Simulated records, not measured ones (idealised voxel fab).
voxel self aligned vias: a process module
Each square cell in cross-section cut measures 5 nm, and the section as a whole is 205 nm wide.
Just so we're on the same page, the cross-sections are grids of square cells, and they're listed out in bands top to bottom, each band one or more rows deep.
The band entry comprises the height of the band's top followed by the height of its bottom, expressed in nm, and subsequently the band's materials from left to right, each stated together with its width in nm. Where a single material is marked with the word "everywhere", that material fills the band from edge to edge. The word "blank" represents empty space.
All heights in this document are referenced to 0, defined as the level beneath which the wafer, as received, consists entirely of one material. The lowest band is not bounded below; it extends indefinitely downward and is written in the form "0 nm and below".
Top row gets the first number, bottom row gets the second, and each row in between changes by the same step: that is how a band width like "30 to 40" works.
Any step labelled "nothing was modified" changed none of the cells in the cross-section.
If an empty space has no open way to the top and is at least 8 cells in size, "Closed internal cavities" lists it, written width x height at distance, where distance is measured from the left edge and every value is in nm.
That trailing text on a step's line, after the settings, is the simulator's own remark on the step.
overlay nm, on a step with a mask: how far to the right of its planned place the mask lay; to the left if negative

# The process steps that were planned are listed below
- 1: RECEIVE with material Si
- 2: CONFORMAL_DEP with material SiO2, thk nm 15
- 3: CONFORMAL_DEP with material SiCN, thk nm 5
- 4: DIRECTIONAL_DEP with material SiO2, thk nm 20
- 5: PATTERN with tone open, mask id LINES, material resist, width nm 25, pitch nm 60, thk nm 20, overlay nm 0
- 6: DIRECTIONAL_ETCH with etch materials SiO2, depth nm 20
- 7: STRIP with etch materials resist
- 8: CONFORMAL_DEP with material TiN, thk nm 5
- 9: FILL_DEP with material Ru, thk nm 5
- 10: CMP with height nm 40
- 11: SELECTIVE_ETCH with etch materials W Ru TiN, depth nm 5
- 12: FILL_DEP with material SiN, thk nm 5
- 13: CMP with height nm 40
- 14: DIRECTIONAL_DEP with material SiO2, thk nm 15
- 15: MASKED_ETCH with tone open, mask id VIAS, width nm 45, pitch nm 60, etch materials SiO2, depth nm 15, overlay nm 0
- 16: MASKED_ETCH with tone open, mask id VIAS, width nm 45, pitch nm 60, etch materials SiN, depth nm 5, overlay nm 0
- 17: CONFORMAL_DEP with material TiN, thk nm 5
- 18: FILL_DEP with material W, thk nm 5
- 19: CMP with height nm 45
- 20: CONFORMAL_DEP with material SiN, thk nm 5
The height nm used in step 19 is not the same on every wafer, whereas the starting condition is; the value printed in the plan is the first wafer's.

# Step 1 complete: as-received cross-section of the first of several wafers
    0 nm and below = Si everywhere
    Closed internal cavities: none

# Every row in this table is a wafer at the end of the module, and it gives, for each of the materials, the cells that wafer has gained (+) or lost (-) since it was received, then its closed voids
height nm 45; +18 Ru; +41 SiCN; +41 SiN; +241 SiO2; +60 TiN; +9 W; Closed internal cavities: none
height nm 50; +18 Ru; +41 SiCN; +41 SiN; +255 SiO2; +66 TiN; +30 W; Closed internal cavities: none
height nm 55; +18 Ru; +41 SiCN; +41 SiN; +269 SiO2; +72 TiN; +51 W; Closed internal cavities: none
height nm 60; +18 Ru; +41 SiCN; +41 SiN; +269 SiO2; +92 TiN; +72 W; Closed internal cavities: none
height nm 65; +18 Ru; +41 SiCN; +41 SiN; +269 SiO2; +92 TiN; +113 W; Closed internal cavities: none
